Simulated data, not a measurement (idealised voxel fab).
The process module that follows is named voxel gate over fins.
Cross-section cut: width 165 nm, square cells of 5 nm.
The cross-sections in this document take the form of a grid made of square cells. They are written out as bands, in order from top to bottom. Each band consists of one or more rows of cells.
Band: top height; bottom height; in nm. Then, left to right: material with width in nm, for each material. "everywhere": a single material spanning edge to edge. "blank": empty space.
It should be noted that heights are counted from 0, beneath which the wafer as supplied is of one material throughout, and that the lowest band possesses no lower boundary but continues downward, as written in "0 -> down".
It should be noted that a width expressed as "30..40" varies in equal increments from row to row of cells within the band, taking the value of the first number at the top row and that of the second number at the bottom row.
"remains unaltered" -> step changed no cross-section cell.
Look at "Closed internal voids" for the closed voids: empty spaces with no open path to the top, sized 8 cells or up. Each is width x height at distance, distance from the left edge, all nm.
Past the settings on a step's line: simulator remark, on that step.
For masked steps, "overlay nm" on the step line gives how far right of plan the mask actually lay; a minus sign means it lay to the left.

The following list gives the planned process steps
- 1: op RECEIVE | material Si
- 2: op CONFORMAL_DEP | material SiN | thk nm 5
- 3: op PATTERN | tone cover | mask id FINS | material resist | width nm 15 | pitch nm 60 | thk nm 20 | overlay nm 0
- 4: op DIRECTIONAL_ETCH | etch materials SiN | depth nm 5
- 5: op DIRECTIONAL_ETCH | etch materials Si | depth nm 30
- 6: op STRIP | etch materials resist
- 7: op OXIDIZE | depth nm 5
- 8: op FILL_DEP | material SiO2 | thk nm 5
- 9: op CMP | height nm 5
- 10: op MASKED_ETCH | tone open | mask id RAIL | width nm 15 | etch materials SiO2 | depth nm 30 | overlay nm 0
- 11: op CONFORMAL_DEP | material TiN | thk nm 5
- 12: op FILL_DEP | material W | thk nm 10
- 13: op CMP | height nm 5
- 14: op SELECTIVE_ETCH | etch materials W Ru TiN | depth nm 25
- 15: op FILL_DEP | material SiO2 | thk nm 5
- 16: op CMP | height nm 5
- 17: op SELECTIVE_ETCH | etch materials SiO2 | depth nm 20
- 18: op STRIP | etch materials SiN
- 19: op CONFORMAL_DEP | material HfO2 | thk nm 5
- 20: op CONFORMAL_DEP | material TiN | thk nm 5
- 21: op FILL_DEP | material W | thk nm 15
- 22: op CMP | height nm 20
- 23: op CONFORMAL_DEP | material SiN | thk nm 10

Step 1 complete: cross-section of the wafer as received
- 0 -> down = Si everywhere
- Closed internal voids: none

End-of-module cross-section. Starting structure and process plan as above; one mistake made in running it
- 30 -> 20 = SiN everywhere
- 20 -> 10 = W everywhere
- 10 -> 5 = W (10)  TiN (25)  W (35)  TiN (25)  W (35)  TiN (25)  W (10)
- 5 -> 0 = W (10)  TiN (5)  HfO2 (15)  TiN (5)  W (35)  TiN (5)  HfO2 (15)  TiN (5)  W (35)  TiN (5)  HfO2 (15)  TiN (5)  W (10)
- 0 -> -5 = W (10)  TiN (5)  HfO2 (5)  Si (5)  HfO2 (5)  TiN (5)  W (35)  TiN (5)  HfO2 (5)  Si (5)  HfO2 (5)  TiN (5)  W (35)  TiN (5)  HfO2 (5)  Si (5)  HfO2 (5)  TiN (5)  W (10)
- -5 -> -10 = TiN (15)  HfO2 (5)  Si (5)  HfO2 (5)  TiN (45)  HfO2 (5)  Si (5)  HfO2 (5)  TiN (45)  HfO2 (5)  Si (5)  HfO2 (5)  TiN (15)
- -10 -> -15 = HfO2 (20)  Si (5)  HfO2 (55)  Si (5)  HfO2 (55)  Si (5)  HfO2 (20)
- -15 -> -20 = SiO2 (20)  Si (5)  SiO2 (55)  Si (5)  SiO2 (55)  Si (5)  SiO2 (20)
- -20 -> -25 = SiO2 (20)  Si (5)  SiO2 (15)  TiN (25)  SiO2 (15)  Si (5)  SiO2 (55)  Si (5)  SiO2 (20)
- -25 -> -35 = SiO2 (20)  Si (5)  SiO2 (55)  Si (5)  SiO2 (55)  Si (5)  SiO2 (20)
- -35 -> down = Si everywhere
- Closed internal voids: none
Error vs. plan: contrary to plan, step 10 was performed as op MASKED_ETCH | tone open | mask id RAIL | width nm 25 | etch materials SiO2 | depth nm 30 | overlay nm 0
